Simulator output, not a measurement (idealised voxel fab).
process module | voxel ribs on slabs
Pictured: cross-section cut, 140 nm wide, on a grid of 5 nm square cells.
If you're reading a cross-section in this doc, picture square cells in a grid; it comes to you as bands, top ones listed first down to the bottom, and a band can be one or more rows of cells.
Top, bottom (nm), then materials left to right with widths (nm); lone material tagged "edge to edge" fills the whole band edge to edge; "air" = empty space.
A quick word on heights: they are counted from 0, and under that level the wafer as it came to us is one material throughout. The lowest band is different from the rest in having no bottom; it simply continues downward, written as in "0 nm and below".
Graded width ("30->40"): value in top row of band = first number; value in bottom row = second number; row-to-row change constant.
Basically "left unchanged" means that step didn't change any cell in the cross-section.
Listed in "Unvented internal voids": every empty space of 8 or more cells without an open way to the top. Form: width x height at distance, the distance being from the left edge, all in nm.
Where a step's line continues beyond its settings, the continuation is a remark by the simulator itself on that step.
The "overlay nm" setting may appear on a step's line; for a step that uses a mask, it gives how far to the right of its planned position the mask lay, and a negative value indicates the left.
Process steps - plan
- 1: RECEIVE [material Si]
- 2: DIRECTIONAL_DEP [material SiO2] [thk nm 20]
- 3: DIRECTIONAL_DEP [material SiN] [thk nm 20]
- 4: PATTERN [tone cover] [mask id RIB] [material resist] [width nm 25] [thk nm 15] [overlay nm 0]
- 5: DIRECTIONAL_ETCH [etch materials SiN] [depth nm 15]
- 6: STRIP [etch materials resist]
- 7: MASKED_ETCH [tone cover] [mask id SLAB] [width nm 55] [etch materials SiN] [depth nm 5] [overlay nm 0]
- 8: FILL_DEP [material SiO2] [thk nm 15]
- 9: CMP [height nm 50]
- 10: DIRECTIONAL_DEP [material TiN] [thk nm 5]
- 11: DIRECTIONAL_DEP [material aC] [thk nm 15]
- 12: PATTERN [tone cover] [mask id HEATER] [material resist] [width nm 35] [thk nm 35] [overlay nm 0]
- 13: DIRECTIONAL_ETCH [etch materials aC] [depth nm 15]
- 14: STRIP [etch materials resist]
- 15: DIRECTIONAL_ETCH [etch materials TiN] [depth nm 5]
- 16: STRIP [etch materials aC]
- 17: CONFORMAL_DEP [material SiN] [thk nm 10]
Shown in cross-section is the wafer as received, that is, as it stands after step 1
	0 nm and below = Si edge to edge
	Unvented internal voids: none
First of two wafers: cross-section at end of module, run per plan
	65 nm to 60 nm = air (40)  SiN (55)  air (45)
	60 nm to 55 nm = SiN edge to edge
	55 nm to 50 nm = SiN (50)  TiN (35)  SiN (55)
	50 nm to 40 nm = SiO2 edge to edge
	40 nm to 25 nm = SiO2 (55)  SiN (25)  SiO2 (60)
	25 nm to 20 nm = SiO2 (40)  SiN (55)  SiO2 (45)
	20 nm to 0 nm = SiO2 edge to edge
	0 nm and below = Si edge to edge
	Unvented internal voids: none
The second wafer, shown in cross-section after the module: started the same way as the first and given the same plan, yet one mistake crept into how it was run
	55 nm to 50 nm = air (50)  TiN (35)  air (55)
	50 nm to 40 nm = SiO2 edge to edge
	40 nm to 25 nm = SiO2 (55)  SiN (25)  SiO2 (60)
	25 nm to 20 nm = SiO2 (40)  SiN (55)  SiO2 (45)
	20 nm to 0 nm = SiO2 edge to edge
	0 nm and below = Si edge to edge
	Unvented internal voids: none
Error vs. plan: step 17 of the plan was jumped over and never run
Heads up, by the end the second wafer has more or fewer cells of some materials compared to the first: -60 SiN
